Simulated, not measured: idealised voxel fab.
This section sets out a process module, namely voxel transistor to metal.
In the cross-section labelled cut, the width is 275 nm and each square cell is 5 nm.
When this document writes out a cross-section, it uses a grid of square cells and lists it as bands, beginning at the top and moving down, with a band standing for one or more rows of cells. This entry defines a band. It first specifies the height of the band's top and the height of its bottom in nm, and then specifies the band's materials from left to right, stating each material with its width in nm. The word "everywhere" identifies a single material that fills the band from edge to edge, while the word "blank" identifies empty space. Counting heights begins at 0, where everything beneath is, in the wafer as received, one material. The lowest band has no bottom; it goes on downwards, as "0 and below" shows. With a width like "30->40", each row of cells in the band differs from the next by the same amount, the top row carrying the first number and the bottom row the second. It should be understood that the words "nothing got changed", when stated for a given step, signify that the cross-section underwent no change in any of its cells during that step. What "Closed void register" gives you is every empty space of 8 cells or more that is cut off from the top. Each appears as width x height at distance, with the distance taken from the left edge and width, height and distance all in nm. Post-settings text on a step line: simulator's own remark regarding the step. Steps that use a mask can have "overlay nm" on their line. It says how far the mask sat to the right of where it was meant to be. Negative means to the left.

Plan:
1: RECEIVE (material Si)
2: CONFORMAL_DEP (material SiO2; thk nm 5)
3: CONFORMAL_DEP (material SiN; thk nm 10)
4: DIRECTIONAL_DEP (material aC; thk nm 15)
5: PATTERN (tone cover; mask id ACTIVE; material resist; width nm 85; pitch nm 110; thk nm 35; overlay nm 0)
6: DIRECTIONAL_ETCH (etch materials aC; depth nm 15)
7: STRIP (etch materials resist)
8: DIRECTIONAL_ETCH (etch materials SiN; depth nm 10)
9: DIRECTIONAL_ETCH (etch materials SiO2; depth nm 5)
10: DIRECTIONAL_ETCH (etch materials Si; depth nm 25)
11: STRIP (etch materials aC)
12: FILL_DEP (material SiO2; thk nm 5)
13: CMP (height nm 15)
14: SELECTIVE_ETCH (etch materials SiO2; depth nm 5)
15: STRIP (etch materials SiN)
16: SELECTIVE_ETCH (etch materials SiO2; depth nm 5)
17: OXIDIZE (depth nm 5)
18: DIRECTIONAL_DEP (material polySi; thk nm 30)
19: DIRECTIONAL_DEP (material SiCN; thk nm 10)
20: MASKED_ETCH (tone cover; mask id GATE; width nm 15; pitch nm 110; etch materials SiCN; depth nm 20; overlay nm 0)
21: MASKED_ETCH (tone cover; mask id GATE; width nm 15; pitch nm 110; etch materials polySi; depth nm 40; overlay nm 0)
22: CONFORMAL_DEP (material SiN; thk nm 10)
23: DIRECTIONAL_ETCH (etch materials SiN; depth nm 10)
24: DIRECTIONAL_ETCH (etch materials SiO2; depth nm 5)
25: DIRECTIONAL_ETCH (etch materials Si; depth nm 15)
26: EPI (material nSi; thk nm 20)
27: FILL_DEP (material SiO2; thk nm 10)
28: CMP (height nm 40)
29: DIRECTIONAL_DEP (material SiO2; thk nm 15)
30: PATTERN (tone open; mask id CONTACT; material resist; width nm 25; thk nm 20; overlay nm 0)
31: DIRECTIONAL_ETCH (etch materials SiO2; depth nm 40)
32: STRIP (etch materials resist)
33: CONFORMAL_DEP (material TiN; thk nm 5)
34: FILL_DEP (material W; thk nm 5)
35: CMP (height nm 55)
36: DIRECTIONAL_DEP (material TiN; thk nm 5)
37: DIRECTIONAL_DEP (material Ru; thk nm 25)
38: MASKED_ETCH (tone cover; mask id METAL_1; width nm 15; etch materials Ru; depth nm 25; overlay nm 0)
39: MASKED_ETCH (tone cover; mask id METAL_1; width nm 15; etch materials TiN; depth nm 5; overlay nm 0)
40: CONFORMAL_DEP (material SiCN; thk nm 5)
41: FILL_DEP (material SiO2; thk nm 5)
42: CMP (height nm 85)
43: CONFORMAL_DEP (material SiCN; thk nm 5)
44: DIRECTIONAL_DEP (material SiO2; thk nm 30)
45: DIRECTIONAL_DEP (material aC; thk nm 15)
46: PATTERN (tone open; mask id METAL_2; material resist; width nm 15; pitch nm 110; thk nm 30; overlay nm 0)
47: DIRECTIONAL_ETCH (etch materials aC; depth nm 15)
48: STRIP (etch materials resist)
49: DIRECTIONAL_ETCH (etch materials SiO2; depth nm 15)
50: STRIP (etch materials aC)
51: DIRECTIONAL_DEP (material aC; thk nm 15)
52: PATTERN (tone open; mask id METAL_2_HOLES; material resist; width nm 15; pitch nm 110; thk nm 35; overlay nm 0)
53: DIRECTIONAL_ETCH (etch materials aC; depth nm 15)
54: STRIP (etch materials resist)
55: DIRECTIONAL_ETCH (etch materials SiO2; depth nm 15)
56: DIRECTIONAL_ETCH (etch materials SiCN; depth nm 5)
57: STRIP (etch materials aC)
58: CONFORMAL_DEP (material TiN; thk nm 5)
59: FILL_DEP (material Ru; thk nm 5)
60: CMP (height nm 120)
61: CONFORMAL_DEP (material SiCN; thk nm 5)
The value of width nm given for step 46 in the plan refers to the first wafer; the wafers vary in this setting and are alike at the start.

The as-received cross-section of the first of several wafers corresponds to the state after step 1:
- 0 and below | Si everywhere
- Closed void register: none

The rows of the table below are wafers. Looking at the end of the module, a row counts, for every material, the cells the wafer has gained, shown as (+), or lost, shown as (-), since it was received; its closed voids come next:
width nm 15; +72 Ru; -187 Si; +199 SiCN; +72 SiN; +873 SiO2; +118 TiN; +64 W; +128 nSi; +36 polySi; Closed void register: none
width nm 20; +76 Ru; -187 Si; +199 SiCN; +72 SiN; +867 SiO2; +120 TiN; +64 W; +128 nSi; +36 polySi; Closed void register: none
width nm 25; +80 Ru; -187 Si; +199 SiCN; +72 SiN; +861 SiO2; +122 TiN; +64 W; +128 nSi; +36 polySi; Closed void register: none
width nm 30; +84 Ru; -187 Si; +199 SiCN; +72 SiN; +855 SiO2; +124 TiN; +64 W; +128 nSi; +36 polySi; Closed void register: none
